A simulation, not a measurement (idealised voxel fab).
Process module under the name voxel self aligned contacts
Xsec cut, 205 nm wide, square cell size 5 nm.
The cross-sections in this document take the form of a grid made of square cells. They are written out as bands, in order from top to bottom. Each band consists of one or more rows of cells.
The entry gives the band's vertical extent as a top height and a bottom height in nm, then its horizontal make-up as materials from left to right, each with a width in nm. "blank" stands for empty space; a single material marked "throughout" fills the band edge to edge.
Ref level 0: as-received wafer is one material below here. Bottom band extends down with no lower bound ("top 0, no bottom").
Width "30 to 40": first value at the band's top row of cells, second value at its bottom row, equal change from row to row.
It should be understood that the words "no modifications", when stated for a given step, signify that the cross-section underwent no change in any of its cells during that step.
"Enclosed cavity list" contains a list of empty spaces, each no smaller than 8 cells and without an open way to the top, written in the form width x height at distance with the distance from the left edge and all three in nm.
Anything after a step's settings on that line? It's the simulator's own note about the step.
If you see "overlay nm" on a step's line and that step has a mask, it's telling you how far right of where it was planned the mask ended up; a negative number means it went left instead.
The steps planned for the process are as follows
| 1 | RECEIVE,material Si |
| 2 | OXIDIZE,depth nm 5 |
| 3 | DIRECTIONAL_DEP,material polySi,thk nm 20 |
| 4 | DIRECTIONAL_DEP,material SiN,thk nm 25 |
| 5 | MASKED_ETCH,tone cover,mask id GATE,width nm 30,pitch nm 65,etch materials SiN,depth nm 15,overlay nm 0 |
| 6 | MASKED_ETCH,tone cover,mask id GATE,width nm 30,pitch nm 65,etch materials polySi,depth nm 20,overlay nm 0 |
| 7 | CONFORMAL_DEP,material SiN,thk nm 10 |
| 8 | DIRECTIONAL_ETCH,etch materials SiN,depth nm 10 |
| 9 | FILL_DEP,material SiO2,thk nm 20 |
| 10 | CMP,height nm 55 |
| 11 | DIRECTIONAL_DEP,material aC,thk nm 15 |
| 12 | PATTERN,tone open,mask id CONTACT,material resist,width nm 45,thk nm 30,overlay nm 0 |
| 13 | DIRECTIONAL_ETCH,etch materials aC,depth nm 15 |
| 14 | STRIP,etch materials resist |
| 15 | DIRECTIONAL_ETCH,etch materials SiO2,depth nm 60 |
| 16 | STRIP,etch materials aC |
| 17 | CONFORMAL_DEP,material TiN,thk nm 5 |
| 18 | FILL_DEP,material Ru,thk nm 5 |
| 19 | CMP,height nm 55 |
| 20 | CONFORMAL_DEP,material SiCN,thk nm 5 |
The plan shows the depth nm of step 5 as the first wafer had it; this setting differs between the wafers, which start out alike.
Cross-section: the first of several wafers in its as-received state, i.e. following step 1
> top 0, no bottom: Si throughout
> Enclosed cavity list: none
Wafer cross-section (first of several) - module end, post step 20 (last step)
> top 60, bottom 55: SiCN throughout
> top 55, bottom 45: 80 nm SiO2; 5 to 20 nm TiN; 35 to 5 nm Ru; 5 to 20 nm TiN; 80 nm SiO2
> top 45, bottom 35: 45 nm SiO2; 50 nm SiN; 5 nm TiN; 5 nm Ru; 5 nm TiN; 50 nm SiN; 45 nm SiO2
> top 35, bottom 30: 45 nm SiO2; 50 nm SiN; 15 nm TiN; 50 nm SiN; 45 nm SiO2
> top 30, bottom 20: SiN throughout
> top 20, bottom 0: polySi throughout
> top 0, bottom -5: SiO2 throughout
> top -5, no bottom: Si throughout
> Enclosed cavity list: none
Here's the last wafer cross-sectioned at the end of the module
> top 60, bottom 55: SiCN throughout
> top 55, bottom 45: 80 nm SiO2; 5 to 20 nm TiN; 35 to 5 nm Ru; 5 to 20 nm TiN; 80 nm SiO2
> top 45, bottom 20: 45 nm SiO2; 50 nm SiN; 5 nm TiN; 5 nm Ru; 5 nm TiN; 50 nm SiN; 45 nm SiO2
> top 20, bottom 0: 45 nm SiO2; 10 nm SiN; 30 nm polySi; 10 nm SiN; 5 nm TiN; 5 nm Ru; 5 nm TiN; 10 nm SiN; 30 nm polySi; 10 nm SiN; 45 nm SiO2
> top 0, bottom -5: 95 nm SiO2; 15 nm TiN; 95 nm SiO2
> top -5, no bottom: Si throughout
> Enclosed cavity list: none
Basically each wafer gets a line in the table, showing it at the end of the module: material by material, the cells it gained (+) or lost (-) since we got it, then its closed voids
depth nm 15 | +10 Ru | -41 Si | +41 SiCN | +142 SiN | +159 SiO2 | +17 TiN | +164 polySi | Enclosed cavity list: none
depth nm 20 | +11 Ru | -41 Si | +41 SiCN | +121 SiN | +177 SiO2 | +19 TiN | +164 polySi | Enclosed cavity list: none
depth nm 25 | +17 Ru | -41 Si | +41 SiCN | +132 SiN | +264 SiO2 | +31 TiN | +48 polySi | Enclosed cavity list: none
depth nm 30 | +17 Ru | -41 Si | +41 SiCN | +132 SiN | +264 SiO2 | +31 TiN | +48 polySi | Enclosed cavity list: none
depth nm 35 | +17 Ru | -41 Si | +41 SiCN | +132 SiN | +264 SiO2 | +31 TiN | +48 polySi | Enclosed cavity list: none
depth nm 40 | +17 Ru | -41 Si | +41 SiCN | +132 SiN | +264 SiO2 | +31 TiN | +48 polySi | Enclosed cavity list: none
